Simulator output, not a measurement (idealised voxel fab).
Process module under the name voxel gate over fins
Xsec cut, 155 nm wide, square cell size 5 nm.
Cross-section layout: square cells on a grid; listed as bands, top to bottom; a band spans one or more cell rows.
It is stipulated that each band's entry specify, in nanometres, the height of the top of the band and then that of its bottom, followed by the materials of the band in left-to-right sequence, each together with its width in nanometres. A single material marked by the word "edge to edge" is understood to fill the band from edge to edge; the word "blank" is understood to denote empty space.
Height 0 is the level under which the wafer as received is all one material. The lowest band goes on downwards, as in "0 -> down".
When a width is written as two numbers, as in "30->40", the first number is the width in the top row of cells of the band and the second is the width in its bottom row, and the width changes by the same amount from each row to the next.
"no modifications" (step): cross-section cells unchanged, all of them.
Listed in "Tabulated closed voids": every empty space of 8 or more cells without an open way to the top. Form: width x height at distance, the distance being from the left edge, all in nm.
Anything after a step's settings on that line? It's the simulator's own note about the step.
overlay nm: on a step with a mask, how far right of its planned place the mask lay; negative means left.
The process steps that were planned are listed below:
step 1: RECEIVE (material Si)
step 2: CONFORMAL_DEP (material SiN; thk nm 10)
step 3: MASKED_ETCH (tone cover; mask id FINS; width nm 15; pitch nm 40; etch materials SiN; depth nm 10; overlay nm 0)
step 4: MASKED_ETCH (tone cover; mask id FINS; width nm 15; pitch nm 40; etch materials Si; depth nm 40; overlay nm 0)
step 5: OXIDIZE (depth nm 5)
step 6: FILL_DEP (material SiO2; thk nm 10)
step 7: CMP (height nm 10)
step 8: SELECTIVE_ETCH (etch materials SiO2; depth nm 25)
step 9: STRIP (etch materials SiN)
step 10: CONFORMAL_DEP (material HfO2; thk nm 5)
step 11: CONFORMAL_DEP (material TiN; thk nm 5)
step 12: CONFORMAL_DEP (material TiAl; thk nm 5)
step 13: CONFORMAL_DEP (material TiN; thk nm 5)
step 14: FILL_DEP (material W; thk nm 10)
step 15: CMP (height nm 25)
step 16: CONFORMAL_DEP (material SiCN; thk nm 5)
Wafer as received: cross-section following step 1:
    0 -> down = Si edge to edge
    Tabulated closed voids: none
Starting wafer: above. Plan: above. Run: one mistake. Cross-section after the module: below:
    30 -> 25 = SiCN edge to edge
    25 -> 20 = W edge to edge
    20 -> 15 = W 35, then TiN 85, then W 35
    15 -> 10 = W 35, then TiN 5, then TiAl 35, then TiN 5, then TiAl 35, then TiN 5, then W 35
    10 -> 5 = W 35, then TiN 5, then TiAl 5, then HfO2 25, then TiAl 5, then TiN 5, then TiAl 5, then HfO2 25, then TiAl 5, then TiN 5, then W 35
    5 -> 0 = TiN 40, then TiAl 5, then HfO2 5, then TiN 15, then HfO2 5, then TiAl 5, then TiN 5, then TiAl 5, then HfO2 5, then TiN 15, then HfO2 5, then TiAl 5, then TiN 40
    0 -> -5 = TiAl 45, then HfO2 5, then TiN 5, then Si 5, then TiN 5, then HfO2 5, then TiAl 15, then HfO2 5, then TiN 5, then Si 5, then TiN 5, then HfO2 5, then TiAl 45
    -5 -> -10 = HfO2 50, then TiN 5, then Si 5, then TiN 5, then HfO2 25, then TiN 5, then Si 5, then TiN 5, then HfO2 50
    -10 -> -15 = TiN 55, then Si 5, then TiN 35, then Si 5, then TiN 55
    -15 -> -45 = SiO2 55, then Si 5, then SiO2 35, then Si 5, then SiO2 55
    -45 -> down = Si edge to edge
    Tabulated closed voids: none
What broke from the plan during processing? steps 10 and 11: order swapped relative to plan
